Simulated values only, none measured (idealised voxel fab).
The following process module bears the name voxel fin reveal.
The width of the displayed cross-section, cut, is 250 nm; its cells are square, with a size of 5 nm.
Cross-section layout: square cells on a grid; listed as bands, top to bottom; a band spans one or more cell rows.
It is stipulated that each band's entry specify, in nanometres, the height of the top of the band and then that of its bottom, followed by the materials of the band in left-to-right sequence, each together with its width in nanometres. A single material marked by the word "throughout" is understood to fill the band from edge to edge; the word "air" is understood to denote empty space.
Below 0: as-received wafer, all one material; heights counted from there. Lowest band: no bottom, goes on down, written "0..down".
Note: "30 to 40" means the width goes from the first number (top row of the band) to the second number (bottom row) in equal steps per row of cells.
"remained the same", as given for a step, is the statement that not any cell of the cross-section underwent a change during that step.
Look at "Fully closed voids" for the closed voids: empty spaces with no open path to the top, sized 8 cells or up. Each is width x height at distance, distance from the left edge, all nm.
On a step's line, text after the settings is the simulator commenting on that step.
overlay nm, on a step with a mask: how far to the right of its planned place the mask lay; to the left if negative
Below is the list of planned process steps:
| 1 | RECEIVE [material Si] |
| 2 | CONFORMAL_DEP [material SiN] [thk nm 10] |
| 3 | DIRECTIONAL_DEP [material aC] [thk nm 10] |
| 4 | PATTERN [tone cover] [mask id FINS] [material resist] [width nm 15] [pitch nm 40] [thk nm 30] [overlay nm 0] |
| 5 | DIRECTIONAL_ETCH [etch materials aC] [depth nm 10] |
| 6 | STRIP [etch materials resist] |
| 7 | DIRECTIONAL_ETCH [etch materials SiN] [depth nm 10] |
| 8 | DIRECTIONAL_ETCH [etch materials Si] [depth nm 40] |
| 9 | STRIP [etch materials aC] |
| 10 | FILL_DEP [material SiO2] [thk nm 10] |
| 11 | CMP [height nm 10] |
| 12 | SELECTIVE_ETCH [etch materials SiO2] [depth nm 30] |
| 13 | STRIP [etch materials SiN] |
Cross-section of the wafer as it came to us, i.e., already through step 1:
0..down | Si throughout
Fully closed voids: none
Cross-sectional view of the first of the two wafers upon completion of the module, processed in accordance with the plan:
0..-20 | 75 of air / 15 of Si / 25 of air / 15 of Si / 25 of air / 15 of Si / 80 of air
-20..-40 | 75 of SiO2 / 15 of Si / 25 of SiO2 / 15 of Si / 25 of SiO2 / 15 of Si / 80 of SiO2
-40..down | Si throughout
Fully closed voids: none
End of module, second wafer, cross-section. Started like the first, planned like the first, run with one mistake:
10..0 | 75 of aC / 15 of air / 25 of aC / 15 of air / 25 of aC / 15 of air / 80 of aC
0..-40 | 75 of aC / 15 of Si / 25 of aC / 15 of Si / 25 of aC / 15 of Si / 80 of aC
-40..down | Si throughout
Fully closed voids: none
Plan not followed: step 10 was processed under conditions differing from the plan, specifically as FILL_DEP [material aC] [thk nm 10]
Wrapping up, a cell-based count of both wafers puts the second over or under the first for these materials: -164 SiO2; +410 aC
